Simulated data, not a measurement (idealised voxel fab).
process module | voxel capacitor over wiring
cross-section cut | 290 nm wide | cells 5 nm
A cross-section is a grid of square cells, given in bands from the top down. A band is one or more rows of cells.
Each band's line starts with the height of the band's top and of its bottom, in nm. Then come its materials from left to right, each with its width in nm. One material with "throughout" fills the band from edge to edge. "air" is empty space.
Height 0 is the level under which the wafer as received is all one material. The lowest band goes on downwards, as in "0 down".
A width such as "30 to 40" changes by the same amount from each row of cells to the next, from the band's top row to its bottom row.
"no change" after a step means that no cell of the cross-section changed.
closed voids: empty space of 8 cells or more with no open way to the top, each as width x height at its distance from the left edge, in nm
after a step's settings: what the simulator itself notes on the step
overlay nm, on a step with a mask: how far to the right of its planned place the mask lay; to the left if negative
plan
1 op RECEIVE | material Si
2 op CONFORMAL_DEP | material SiO2 | thk nm 15
3 op DIRECTIONAL_DEP | material TiN | thk nm 5
4 op DIRECTIONAL_DEP | material W | thk nm 25
5 op DIRECTIONAL_DEP | material aC | thk nm 15
6 op PATTERN | tone cover | mask id METAL_1 | material resist | width nm 30 | pitch nm 90 | thk nm 30 | overlay nm 0
7 op DIRECTIONAL_ETCH | etch materials aC | depth nm 15
8 op STRIP | etch materials resist
9 op DIRECTIONAL_ETCH | etch materials W | depth nm 25
10 op DIRECTIONAL_ETCH | etch materials TiN | depth nm 5
11 op STRIP | etch materials aC
12 op FILL_DEP | material SiO2 | thk nm 5
13 op CMP | height nm 45
14 op CONFORMAL_DEP | material SiCN | thk nm 5
15 op DIRECTIONAL_DEP | material lowk | thk nm 20
16 op MASKED_ETCH | tone open | mask id PLUG_1 | width nm 15 | etch materials lowk | depth nm 20 | overlay nm 0
17 op MASKED_ETCH | tone open | mask id PLUG_1 | width nm 15 | etch materials SiCN | depth nm 5 | overlay nm 0
18 op CONFORMAL_DEP | material TiN | thk nm 5
19 op FILL_DEP | material W | thk nm 10
20 op CMP | height nm 70
21 op DIRECTIONAL_DEP | material TiN | thk nm 10
22 op DIRECTIONAL_DEP | material Al2O3 | thk nm 5
23 op DIRECTIONAL_DEP | material TiN | thk nm 10
24 op DIRECTIONAL_DEP | material aC | thk nm 15
25 op PATTERN | tone cover | mask id UPPER_PLATE | material resist | width nm 65 | thk nm 35 | overlay nm 0
26 op DIRECTIONAL_ETCH | etch materials aC | depth nm 15
27 op STRIP | etch materials resist
28 op DIRECTIONAL_ETCH | etch materials TiN | depth nm 10
29 op DIRECTIONAL_ETCH | etch materials Al2O3 | depth nm 5
30 op STRIP | etch materials aC
31 op PATTERN | tone cover | mask id LOWER_PLATE | material resist | width nm 75 | thk nm 15 | overlay nm 0
32 op DIRECTIONAL_ETCH | etch materials TiN | depth nm 10
33 op STRIP | etch materials resist
34 op FILL_DEP | material SiO2 | thk nm 15
35 op CMP | height nm 105
36 op MASKED_ETCH | tone open | mask id PLUG_2 | width nm 15 | etch materials SiO2 | depth nm 10 | overlay nm 0
37 op CONFORMAL_DEP | material TiN | thk nm 5
38 op FILL_DEP | material Cu | thk nm 5
39 op CMP | height nm 105
40 op CONFORMAL_DEP | material SiCN | thk nm 5
first wafer, as planned
as received, after step 1
  0 down: Si throughout
  closed voids: none
after step 2
  15 to 0: SiO2 throughout
  below 0: unchanged
after step 3
  20 to 15: TiN throughout
  below 15: unchanged
after step 4
  45 to 20: W throughout
  below 20: unchanged
after step 5
  60 to 45: aC throughout
  below 45: unchanged
after step 6
  90 to 60: air 85 | resist 30 | air 60 | resist 30 | air 85
  below 60: unchanged
after step 7
  75 to 60: air 85 | resist 30 | air 60 | resist 30 | air 85
  60 to 45: air 85 | aC 30 | air 60 | aC 30 | air 85
  below 45: unchanged
after step 8
  60 to 45: air 85 | aC 30 | air 60 | aC 30 | air 85
  below 45: unchanged
after step 9
  60 to 45: air 85 | aC 30 | air 60 | aC 30 | air 85
  45 to 20: air 85 | W 30 | air 60 | W 30 | air 85
  below 20: unchanged
after step 10
  60 to 45: air 85 | aC 30 | air 60 | aC 30 | air 85
  45 to 20: air 85 | W 30 | air 60 | W 30 | air 85
  20 to 15: air 85 | TiN 30 | air 60 | TiN 30 | air 85
  below 15: unchanged
after step 11
  45 to 20: air 85 | W 30 | air 60 | W 30 | air 85
  below 20: unchanged
after step 12
  50 to 45: SiO2 throughout
  45 to 20: SiO2 85 | W 30 | SiO2 60 | W 30 | SiO2 85
  20 to 15: SiO2 85 | TiN 30 | SiO2 60 | TiN 30 | SiO2 85
  below 15: unchanged
after step 13
  45 to 20: SiO2 85 | W 30 | SiO2 60 | W 30 | SiO2 85
  below 20: unchanged
after step 14
  50 to 45: SiCN throughout
  below 45: unchanged
after step 15
  70 to 50: lowk throughout
  below 50: unchanged
after step 16
  70 to 50: lowk 100 | air 15 | lowk 175
  below 50: unchanged
after step 17
  70 to 50: lowk 100 | air 15 | lowk 175
  50 to 45: SiCN 100 | air 15 | SiCN 175
  below 45: unchanged
after step 18
  75 to 70: TiN 105 | air 5 | TiN 180
  70 to 50: lowk 100 | TiN 5 | air 5 | TiN 5 | lowk 175
  50 to 45: SiCN 100 | TiN 15 | SiCN 175
  below 45: unchanged
after step 19
  85 to 75: W throughout
  75 to 70: TiN 105 | W 5 | TiN 180
  70 to 50: lowk 100 | TiN 5 | W 5 | TiN 5 | lowk 175
  below 50: unchanged
after step 20
  70 to 50: lowk 100 | TiN 5 | W 5 | TiN 5 | lowk 175
  below 50: unchanged
after step 21
  80 to 70: TiN throughout
  below 70: unchanged
after step 22
  85 to 80: Al2O3 throughout
  below 80: unchanged
after step 23
  95 to 85: TiN throughout
  below 85: unchanged
after step 24
  110 to 95: aC throughout
  below 95: unchanged
after step 25
  145 to 110: air 100 | resist 65 | air 125
  below 110: unchanged
after step 26
  130 to 110: air 100 | resist 65 | air 125
  110 to 95: air 100 | aC 65 | air 125
  below 95: unchanged
after step 27
  110 to 95: air 100 | aC 65 | air 125
  below 95: unchanged
after step 28
  110 to 95: air 100 | aC 65 | air 125
  95 to 85: air 100 | TiN 65 | air 125
  below 85: unchanged
after step 29
  110 to 95: air 100 | aC 65 | air 125
  95 to 85: air 100 | TiN 65 | air 125
  85 to 80: air 100 | Al2O3 65 | air 125
  below 80: unchanged
after step 30
  95 to 85: air 100 | TiN 65 | air 125
  below 85: unchanged
after step 31
  110 to 95: air 95 | resist 75 | air 120
  95 to 85: air 95 | resist 5 | TiN 65 | resist 5 | air 120
  85 to 80: air 95 | resist 5 | Al2O3 65 | resist 5 | air 120
  below 80: unchanged
after step 32
  110 to 95: air 95 | resist 75 | air 120
  95 to 85: air 95 | resist 5 | TiN 65 | resist 5 | air 120
  85 to 80: air 95 | resist 5 | Al2O3 65 | resist 5 | air 120
  80 to 70: air 95 | TiN 75 | air 120
  below 70: unchanged
after step 33
  95 to 85: air 100 | TiN 65 | air 125
  85 to 80: air 100 | Al2O3 65 | air 125
  below 80: unchanged
after step 34
  110 to 95: SiO2 throughout
  95 to 85: SiO2 100 | TiN 65 | SiO2 125
  85 to 80: SiO2 100 | Al2O3 65 | SiO2 125
  80 to 70: SiO2 95 | TiN 75 | SiO2 120
  below 70: unchanged
after step 35
  105 to 95: SiO2 throughout
  below 95: unchanged
after step 36
  105 to 95: SiO2 110 | air 15 | SiO2 165
  below 95: unchanged
after step 37
  110 to 105: TiN 115 | air 5 | TiN 170
  105 to 100: SiO2 110 | TiN 5 | air 5 | TiN 5 | SiO2 165
  100 to 95: SiO2 110 | TiN 15 | SiO2 165
  below 95: unchanged
after step 38
  115 to 110: Cu throughout
  110 to 105: TiN 115 | Cu 5 | TiN 170
  105 to 100: SiO2 110 | TiN 5 | Cu 5 | TiN 5 | SiO2 165
  below 100: unchanged
after step 39
  105 to 100: SiO2 110 | TiN 5 | Cu 5 | TiN 5 | SiO2 165
  below 100: unchanged
after step 40
  110 to 105: SiCN throughout
  below 105: unchanged
second wafer: like start, like plan, one mistake. Through step 15 it matches the first wafer
when step 16 should have ended
  70 to 50: lowk 105 | air 15 | lowk 170
  below 50: unchanged
when step 17 should have ended
  70 to 50: lowk 105 | air 15 | lowk 170
  50 to 45: SiCN 105 | air 10 | SiCN 175
  below 45: unchanged
when step 18 should have ended
  75 to 70: TiN 110 | air 5 | TiN 175
  70 to 55: lowk 105 | TiN 5 | air 5 | TiN 5 | lowk 170
  55 to 50: lowk 105 | TiN 15 | lowk 170
  50 to 45: SiCN 105 | TiN 10 | SiCN 175
  below 45: unchanged
when step 19 should have ended
  85 to 75: W throughout
  75 to 70: TiN 110 | W 5 | TiN 175
  70 to 55: lowk 105 | TiN 5 | W 5 | TiN 5 | lowk 170
  below 55: unchanged
when step 20 should have ended
  70 to 55: lowk 105 | TiN 5 | W 5 | TiN 5 | lowk 170
  below 55: unchanged
when step 21 should have ended
  80 to 70: TiN throughout
  below 70: unchanged
when step 22 should have ended
  85 to 80: Al2O3 throughout
  below 80: unchanged
when step 23 should have ended
  95 to 85: TiN throughout
  below 85: unchanged
when step 24 should have ended
  110 to 95: aC throughout
  below 95: unchanged
when step 25 should have ended
  145 to 110: air 100 | resist 65 | air 125
  below 110: unchanged
when step 26 should have ended
  130 to 110: air 100 | resist 65 | air 125
  110 to 95: air 100 | aC 65 | air 125
  below 95: unchanged
when step 27 should have ended
  110 to 95: air 100 | aC 65 | air 125
  below 95: unchanged
when step 28 should have ended
  110 to 95: air 100 | aC 65 | air 125
  95 to 85: air 100 | TiN 65 | air 125
  below 85: unchanged
when step 29 should have ended
  110 to 95: air 100 | aC 65 | air 125
  95 to 85: air 100 | TiN 65 | air 125
  85 to 80: air 100 | Al2O3 65 | air 125
  below 80: unchanged
when step 30 should have ended
  95 to 85: air 100 | TiN 65 | air 125
  below 85: unchanged
when step 31 should have ended
  110 to 95: air 95 | resist 75 | air 120
  95 to 85: air 95 | resist 5 | TiN 65 | resist 5 | air 120
  85 to 80: air 95 | resist 5 | Al2O3 65 | resist 5 | air 120
  below 80: unchanged
when step 32 should have ended
  110 to 95: air 95 | resist 75 | air 120
  95 to 85: air 95 | resist 5 | TiN 65 | resist 5 | air 120
  85 to 80: air 95 | resist 5 | Al2O3 65 | resist 5 | air 120
  80 to 70: air 95 | TiN 75 | air 120
  below 70: unchanged
when step 33 should have ended
  95 to 85: air 100 | TiN 65 | air 125
  85 to 80: air 100 | Al2O3 65 | air 125
  below 80: unchanged
when step 34 should have ended
  110 to 95: SiO2 throughout
  95 to 85: SiO2 100 | TiN 65 | SiO2 125
  85 to 80: SiO2 100 | Al2O3 65 | SiO2 125
  80 to 70: SiO2 95 | TiN 75 | SiO2 120
  below 70: unchanged
when step 35 should have ended
  105 to 95: SiO2 throughout
  below 95: unchanged
when step 36 should have ended
  105 to 95: SiO2 110 | air 15 | SiO2 165
  below 95: unchanged
when step 37 should have ended
  110 to 105: TiN 115 | air 5 | TiN 170
  105 to 100: SiO2 110 | TiN 5 | air 5 | TiN 5 | SiO2 165
  100 to 95: SiO2 110 | TiN 15 | SiO2 165
  below 95: unchanged
when step 38 should have ended
  115 to 110: Cu throughout
  110 to 105: TiN 115 | Cu 5 | TiN 170
  105 to 100: SiO2 110 | TiN 5 | Cu 5 | TiN 5 | SiO2 165
  below 100: unchanged
when step 39 should have ended
  105 to 100: SiO2 110 | TiN 5 | Cu 5 | TiN 5 | SiO2 165
  below 100: unchanged
when step 40 should have ended
  110 to 105: SiCN throughout
  below 105: unchanged
what went wrong: step 16 ran as: op MASKED_ETCH | tone open | mask id PLUG_1 | width nm 15 | etch materials lowk | depth nm 20 | overlay nm 5
at the end the second wafer has, in cells: 1 more of SiCN | 1 fewer of W
